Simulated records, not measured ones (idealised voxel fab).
process module | voxel plated lines
cross-section cut | 245 nm wide | cells 5 nm
A cross-section is a grid of square cells, given in bands from the top down. A band is one or more rows of cells.
Each band's line starts with the height of the band's top and of its bottom, in nm. Then come its materials from left to right, each with its width in nm. One material with "throughout" fills the band from edge to edge. "air" is empty space.
Height 0 is the level under which the wafer as received is all one material. The lowest band goes on downwards, as in "0 down".
A width such as "30 to 40" changes by the same amount from each row of cells to the next, from the band's top row to its bottom row.
"no change" after a step means that no cell of the cross-section changed.
closed voids: empty space of 8 cells or more with no open way to the top, each as width x height at its distance from the left edge, in nm
after a step's settings: what the simulator itself notes on the step
overlay nm, on a step with a mask: how far to the right of its planned place the mask lay; to the left if negative
plan
1 op RECEIVE | material Si
2 op CONFORMAL_DEP | material SiO2 | thk nm 10
3 op DIRECTIONAL_DEP | material TiN | thk nm 5
4 op PATTERN | tone open | mask id LINES | material resist | width nm 25 | pitch nm 55 | thk nm 15 | overlay nm 0
5 op EPI | material Ru | thk nm 10
6 op STRIP | etch materials resist
7 op DIRECTIONAL_ETCH | etch materials TiN | depth nm 5
8 op CONFORMAL_DEP | material SiCN | thk nm 10
as received, after step 1
  0 down: Si throughout
  closed voids: none
first wafer at the end, as planned
  35 to 25: air 70 | SiCN 45 | air 10 | SiCN 45 | air 75
  25 to 20: air 70 | SiCN 10 | Ru 25 | SiCN 10 | air 10 | SiCN 10 | Ru 25 | SiCN 10 | air 75
  20 to 15: SiCN 80 | Ru 25 | SiCN 30 | Ru 25 | SiCN 85
  15 to 10: SiCN 80 | TiN 25 | SiCN 30 | TiN 25 | SiCN 85
  10 to 0: SiO2 throughout
  0 down: Si throughout
  closed voids: none
second wafer at the end: like start, like plan, one mistake
  45 to 35: air 65 | SiCN 110 | air 70
  35 to 30: air 65 | SiCN 10 | Ru 35 | SiCN 20 | Ru 35 | SiCN 10 | air 70
  30 to 20: air 65 | SiCN 15 | Ru 25 | SiCN 30 | Ru 25 | SiCN 15 | air 70
  20 to 15: SiCN 80 | Ru 25 | SiCN 30 | Ru 25 | SiCN 85
  15 to 10: SiCN 75 | TiN 35 | SiCN 20 | TiN 35 | SiCN 80
  10 to 0: SiO2 throughout
  0 down: Si throughout
  closed voids: none
what went wrong: step 5 was run twice
at the end the second wafer has, in cells: 24 more of Ru | 28 more of SiCN | 4 more of TiN
